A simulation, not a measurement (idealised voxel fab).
Process module under the name voxel self aligned vias
Square cells of 5 nm make up the cross-section cut, whose width is 185 nm.
The cross-sections in this document take the form of a grid made of square cells. They are written out as bands, in order from top to bottom. Each band consists of one or more rows of cells.
Band: top and bottom heights (nm) first, top before bottom; then materials from left to right, widths in nm. "full width" marks a sole material filling the band edge to edge. "air" denotes empty space.
Note: height 0 marks the level under which the wafer is uniformly one material as received. Lowest band unbounded below, written "z 0 and below".
The expression "30->40" gives the width at the extremes of the band, the first number at its top row of cells and the second at its bottom row, with the width changing by equal amounts from each row to the next in between.
What does "stayed the same" mean for a step? It means no cell of the cross-section changed in that step.
"Closed internal cavities": empty spaces of 8 cells or more with no open way to the top, each given as width x height at distance, distance from the left edge, all in nm.
Read whatever lies past the settings on a step's line as the simulator's own remark about the step.
"overlay nm" on a masked step: distance the mask lay right of its planned place, negative for left.

# Steps in the process plan
1. RECEIVE: material Si
2. CONFORMAL_DEP: material SiO2, thk nm 15
3. CONFORMAL_DEP: material SiCN, thk nm 5
4. DIRECTIONAL_DEP: material SiO2, thk nm 30
5. DIRECTIONAL_DEP: material aC, thk nm 10
6. PATTERN: tone open, mask id LINES, material resist, width nm 25, pitch nm 50, thk nm 25, overlay nm 0
7. DIRECTIONAL_ETCH: etch materials aC, depth nm 10
8. STRIP: etch materials resist
9. DIRECTIONAL_ETCH: etch materials SiO2, depth nm 30
10. STRIP: etch materials aC
11. CONFORMAL_DEP: material TiN, thk nm 5
12. FILL_DEP: material W, thk nm 5
13. CMP: height nm 50
14. SELECTIVE_ETCH: etch materials W Ru TiN, depth nm 5
15. FILL_DEP: material SiN, thk nm 10
16. CMP: height nm 50
17. DIRECTIONAL_DEP: material SiO2, thk nm 15
18. MASKED_ETCH: tone open, mask id VIAS, width nm 35, etch materials SiO2, depth nm 15, overlay nm 0
19. MASKED_ETCH: tone open, mask id VIAS, width nm 35, etch materials SiN, depth nm 5, overlay nm 0
20. CONFORMAL_DEP: material TiN, thk nm 5
21. FILL_DEP: material Cu, thk nm 10
22. CMP: height nm 65
23. CONFORMAL_DEP: material SiCN, thk nm 5

# Cross-section of the wafer as it came to us, i.e., already through step 1
  z 0 and below  Si full width
  Closed internal cavities: none

# Run as planned - first of the two wafers cross-sectioned at the end of the module
  z 70 to 65  SiCN full width
  z 65 to 55  SiO2=50  TiN=5  Cu=25  TiN=5  SiO2=100
  z 55 to 50  SiO2=50  TiN=10  Cu=15  TiN=10  SiO2=100
  z 50 to 45  SiO2=55  TiN=25  SiO2=25  SiN=25  SiO2=55
  z 45 to 25  SiO2=55  TiN=5  W=15  TiN=5  SiO2=25  TiN=5  W=15  TiN=5  SiO2=55
  z 25 to 20  SiO2=55  TiN=25  SiO2=25  TiN=25  SiO2=55
  z 20 to 15  SiCN full width
  z 15 to 0  SiO2 full width
  z 0 and below  Si full width
  Closed internal cavities: none

# Second wafer of the two, sectioned at the end of the module. It began like the first and followed the same plan, but one mistake was made while running it
  z 70 to 65  SiCN full width
  z 65 to 55  SiO2=50  TiN=5  Cu=25  TiN=5  SiO2=100
  z 55 to 50  SiO2=50  TiN=10  Cu=15  TiN=10  SiO2=100
  z 50 to 45  SiO2=55  TiN=25  SiO2=25  SiN=25  SiO2=55
  z 45 to 25  SiO2=55  TiN=5  W=15  TiN=5  SiO2=25  TiN=5  W=15  TiN=5  SiO2=55
  z 25 to 20  SiO2=55  TiN=25  SiO2=25  TiN=25  SiO2=55
  z 20 to 5  SiO2 full width
  z 5 to 0  SiCN full width
  z 0 and below  Si full width
  Closed internal cavities: none
Finding, execution versus plan: steps 2 and 3 traded places in the executed sequence
When the process is done, the second wafer contains the same cell count of every material as the first wafer, but distributed over other locations.
